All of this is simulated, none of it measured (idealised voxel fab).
Process module under the name voxel gate over fins
In the cross-section labelled cut, the width is 250 nm and each square cell is 5 nm.
For the purposes of this document, a cross-section shall be understood as a grid of square cells, specified as bands listed in top-to-bottom order, each band consisting of one or more rows of cells. Each band's line starts with the height of the band's top and of its bottom, in nm. Then come its materials from left to right, each with its width in nm. One material with "full width" fills the band from edge to edge. "blank" is empty space. Height reference: 0 = level under which incoming wafer is all one material. Lowest band: no bottom, runs on downward, e.g. "top 0, no bottom". It should be noted that a width expressed as "30 to 40" varies in equal increments from row to row of cells within the band, taking the value of the first number at the top row and that of the second number at the bottom row. The designation "no change occurred", where it is given for a processing step, indicates that no cell of the cross-section was altered in the course of that step. What "Trapped cavities" gives you is every empty space of 8 cells or more that is cut off from the top. Each appears as width x height at distance, with the distance taken from the left edge and width, height and distance all in nm. It should be noted that, on the line of a given step, the content following the step's settings is a remark produced by the simulator itself with respect to that step. Each step line may optionally specify "overlay nm", which for a step with a mask gives the rightward distance between the mask's planned place and where it lay, a negative value indicating the leftward direction.

List of planned process steps
1 RECEIVE with material Si
2 CONFORMAL_DEP with material SiN, thk nm 5
3 PATTERN with tone cover, mask id FINS, material resist, width nm 15, pitch nm 50, thk nm 20, overlay nm 0
4 DIRECTIONAL_ETCH with etch materials SiN, depth nm 5
5 DIRECTIONAL_ETCH with etch materials Si, depth nm 35
6 STRIP with etch materials resist
7 OXIDIZE with depth nm 5
8 FILL_DEP with material SiO2, thk nm 15
9 CMP with height nm 5
10 PATTERN with tone open, mask id RAIL, material resist, width nm 15, thk nm 20, overlay nm 0
11 DIRECTIONAL_ETCH with etch materials SiO2, depth nm 35
12 STRIP with etch materials resist
13 CONFORMAL_DEP with material TiN, thk nm 5
14 FILL_DEP with material W, thk nm 5
15 CMP with height nm 5
16 SELECTIVE_ETCH with etch materials W Ru TiN, depth nm 25
17 FILL_DEP with material SiO2, thk nm 5
18 CMP with height nm 5
19 SELECTIVE_ETCH with etch materials SiO2, depth nm 20
20 STRIP with etch materials SiN
21 CONFORMAL_DEP with material HfO2, thk nm 5
22 CONFORMAL_DEP with material TiN, thk nm 5
23 FILL_DEP with material W, thk nm 10
24 CMP with height nm 15
25 CONFORMAL_DEP with material SiN, thk nm 5

Here's what the wafer looked like in cross-section when it arrived - that's after step 1
> top 0, no bottom  Si full width
> Trapped cavities: none

End-of-module XS, first of two wafers, run as planned
> top 20, bottom 15  SiN full width
> top 15, bottom 10  W full width
> top 10, bottom 5  60 of W, 25 of TiN, 25 of W, 25 of TiN, 25 of W, 25 of TiN, 65 of W
> top 5, bottom 0  60 of W, 5 of TiN, 15 of HfO2, 5 of TiN, 25 of W, 5 of TiN, 15 of HfO2, 5 of TiN, 25 of W, 5 of TiN, 15 of HfO2, 5 of TiN, 65 of W
> top 0, bottom -5  60 of W, 5 of TiN, 5 of HfO2, 5 of Si, 5 of HfO2, 5 of TiN, 25 of W, 5 of TiN, 5 of HfO2, 5 of Si, 5 of HfO2, 5 of TiN, 25 of W, 5 of TiN, 5 of HfO2, 5 of Si, 5 of HfO2, 5 of TiN, 65 of W
> top -5, bottom -10  65 of TiN, 5 of HfO2, 5 of Si, 5 of HfO2, 35 of TiN, 5 of HfO2, 5 of Si, 5 of HfO2, 35 of TiN, 5 of HfO2, 5 of Si, 5 of HfO2, 70 of TiN
> top -10, bottom -15  70 of HfO2, 5 of Si, 45 of HfO2, 5 of Si, 45 of HfO2, 5 of Si, 75 of HfO2
> top -15, bottom -20  70 of SiO2, 5 of Si, 45 of SiO2, 5 of Si, 45 of SiO2, 5 of Si, 75 of SiO2
> top -20, bottom -25  70 of SiO2, 5 of Si, 15 of SiO2, 5 of TiN, 5 of W, 5 of TiN, 15 of SiO2, 5 of Si, 45 of SiO2, 5 of Si, 75 of SiO2
> top -25, bottom -30  70 of SiO2, 5 of Si, 15 of SiO2, 15 of TiN, 15 of SiO2, 5 of Si, 45 of SiO2, 5 of Si, 75 of SiO2
> top -30, bottom -40  70 of SiO2, 5 of Si, 45 of SiO2, 5 of Si, 45 of SiO2, 5 of Si, 75 of SiO2
> top -40, no bottom  Si full width
> Trapped cavities: none

Wafer two, sectioned after the module: the first wafer's start, the first wafer's plan, and one mistake in how it was run
> top 15, bottom 10  SiN full width
> top 10, bottom 5  60 of W, 25 of TiN, 25 of W, 25 of TiN, 25 of W, 25 of TiN, 65 of W
> top 5, bottom 0  60 of W, 5 of TiN, 15 of HfO2, 5 of TiN, 25 of W, 5 of TiN, 15 of HfO2, 5 of TiN, 25 of W, 5 of TiN, 15 of HfO2, 5 of TiN, 65 of W
> top 0, bottom -5  60 of W, 5 of TiN, 5 of HfO2, 5 of Si, 5 of HfO2, 5 of TiN, 25 of W, 5 of TiN, 5 of HfO2, 5 of Si, 5 of HfO2, 5 of TiN, 25 of W, 5 of TiN, 5 of HfO2, 5 of Si, 5 of HfO2, 5 of TiN, 65 of W
> top -5, bottom -10  65 of TiN, 5 of HfO2, 5 of Si, 5 of HfO2, 35 of TiN, 5 of HfO2, 5 of Si, 5 of HfO2, 35 of TiN, 5 of HfO2, 5 of Si, 5 of HfO2, 70 of TiN
> top -10, bottom -15  70 of HfO2, 5 of Si, 45 of HfO2, 5 of Si, 45 of HfO2, 5 of Si, 75 of HfO2
> top -15, bottom -20  70 of SiO2, 5 of Si, 45 of SiO2, 5 of Si, 45 of SiO2, 5 of Si, 75 of SiO2
> top -20, bottom -25  70 of SiO2, 5 of Si, 15 of SiO2, 5 of TiN, 5 of W, 5 of TiN, 15 of SiO2, 5 of Si, 45 of SiO2, 5 of Si, 75 of SiO2
> top -25, bottom -30  70 of SiO2, 5 of Si, 15 of SiO2, 15 of TiN, 15 of SiO2, 5 of Si, 45 of SiO2, 5 of Si, 75 of SiO2
> top -30, bottom -40  70 of SiO2, 5 of Si, 45 of SiO2, 5 of Si, 45 of SiO2, 5 of Si, 75 of SiO2
> top -40, no bottom  Si full width
> Trapped cavities: none
Processing error: step 24 did not happen as planned, as run it was CMP with height nm 10
The closing comparison, in cells, has the second wafer with more or fewer of some materials than the first: -50 W
